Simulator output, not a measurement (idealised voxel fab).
process module | voxel gate over fins
255 nm wide, 5 nm square cells: that's cross-section cut.
This document writes a cross-section as a grid whose cells are square, and gives it as bands, listed from the top down; one or more rows of cells form a band.
First you get the band's top height and its bottom height, in nm, and then the materials it's made of, left to right, with each width in nm. If you see a single material with "edge to edge", that one covers the band edge to edge. "air" is empty space.
It should be noted that heights are counted from 0, beneath which the wafer as supplied is of one material throughout, and that the lowest band possesses no lower boundary but continues downward, as written in "0..down".
Graded width ("30 to 40"): value in top row of band = first number; value in bottom row = second number; row-to-row change constant.
Where a step carries "changes: none", the cross-section came out of it unchanged, cell for cell.
Under "Voids, fully enclosed" you'll find the enclosed gaps, the ones with no way out to the top, that are 8 cells or bigger; each reads width x height at distance, with distance counted from the left edge, everything in nm.
On a step's line, text after the settings is the simulator commenting on that step.
On any step carrying a mask, the "overlay nm" setting, if present on the step's line, tells how far right of its planned place the mask lay; negative values point to the left.

-- Below is the list of planned process steps
step 1: RECEIVE | material Si
step 2: CONFORMAL_DEP | material SiN | thk nm 5
step 3: DIRECTIONAL_DEP | material aC | thk nm 15
step 4: PATTERN | tone cover | mask id FINS | material resist | width nm 15 | pitch nm 45 | thk nm 35 | overlay nm 0
step 5: DIRECTIONAL_ETCH | etch materials aC | depth nm 15
step 6: STRIP | etch materials resist
step 7: DIRECTIONAL_ETCH | etch materials SiN | depth nm 5
step 8: DIRECTIONAL_ETCH | etch materials Si | depth nm 40
step 9: STRIP | etch materials aC
step 10: FILL_DEP | material SiO2 | thk nm 10
step 11: CMP | height nm 5
step 12: SELECTIVE_ETCH | etch materials SiO2 | depth nm 15
step 13: STRIP | etch materials SiN
step 14: CONFORMAL_DEP | material HfO2 | thk nm 5
step 15: CONFORMAL_DEP | material TiN | thk nm 5
step 16: CONFORMAL_DEP | material TiAl | thk nm 5
step 17: CONFORMAL_DEP | material TiN | thk nm 5
step 18: FILL_DEP | material W | thk nm 10
step 19: CMP | height nm 25
step 20: CONFORMAL_DEP | material SiCN | thk nm 10

-- Cross-section of the wafer as it came to us, i.e., already through step 1
0..down | Si edge to edge
Voids, fully enclosed: none

-- First of two wafers: cross-section at end of module, run per plan
35..25 | SiCN edge to edge
25..20 | W edge to edge
20..15 | W 75 nm | TiN 100 nm | W 80 nm
15..10 | W 75 nm | TiN 5 nm | TiAl 90 nm | TiN 5 nm | W 80 nm
10..5 | TiN 80 nm | TiAl 5 nm | TiN 35 nm | TiAl 10 nm | TiN 35 nm | TiAl 5 nm | TiN 85 nm
5..0 | TiAl 85 nm | TiN 5 nm | HfO2 25 nm | TiN 5 nm | TiAl 10 nm | TiN 5 nm | HfO2 25 nm | TiN 5 nm | TiAl 90 nm
0..-5 | TiN 90 nm | HfO2 5 nm | Si 15 nm | HfO2 5 nm | TiN 20 nm | HfO2 5 nm | Si 15 nm | HfO2 5 nm | TiN 95 nm
-5..-10 | HfO2 95 nm | Si 15 nm | HfO2 30 nm | Si 15 nm | HfO2 100 nm
-10..-40 | SiO2 95 nm | Si 15 nm | SiO2 30 nm | Si 15 nm | SiO2 100 nm
-40..down | Si edge to edge
Voids, fully enclosed: none

-- Cross-section at end of module for the second wafer of two, which matched the first in starting point and plan and differed by one mistake in its processing
35..25 | SiCN edge to edge
25..20 | W edge to edge
20..15 | W 85 nm | TiN 100 nm | W 70 nm
15..10 | W 85 nm | TiN 5 nm | TiAl 90 nm | TiN 5 nm | W 70 nm
10..5 | TiN 90 nm | TiAl 5 nm | TiN 35 nm | TiAl 10 nm | TiN 35 nm | TiAl 5 nm | TiN 75 nm
5..0 | TiAl 95 nm | TiN 5 nm | HfO2 25 nm | TiN 5 nm | TiAl 10 nm | TiN 5 nm | HfO2 25 nm | TiN 5 nm | TiAl 80 nm
0..-5 | TiN 100 nm | HfO2 5 nm | Si 15 nm | HfO2 5 nm | TiN 20 nm | HfO2 5 nm | Si 15 nm | HfO2 5 nm | TiN 85 nm
-5..-10 | HfO2 105 nm | Si 15 nm | HfO2 30 nm | Si 15 nm | HfO2 90 nm
-10..-40 | SiO2 105 nm | Si 15 nm | SiO2 30 nm | Si 15 nm | SiO2 90 nm
-40..down | Si edge to edge
Voids, fully enclosed: none
What was done differently from what was planned? step 4 was run on a setting that differed from the plan, and what really ran there is PATTERN | tone cover | mask id FINS | material resist | width nm 15 | pitch nm 45 | thk nm 35 | overlay nm 10
So at the finish, the second wafer's got exactly as many cells of each material as the first, just not in the same spots.
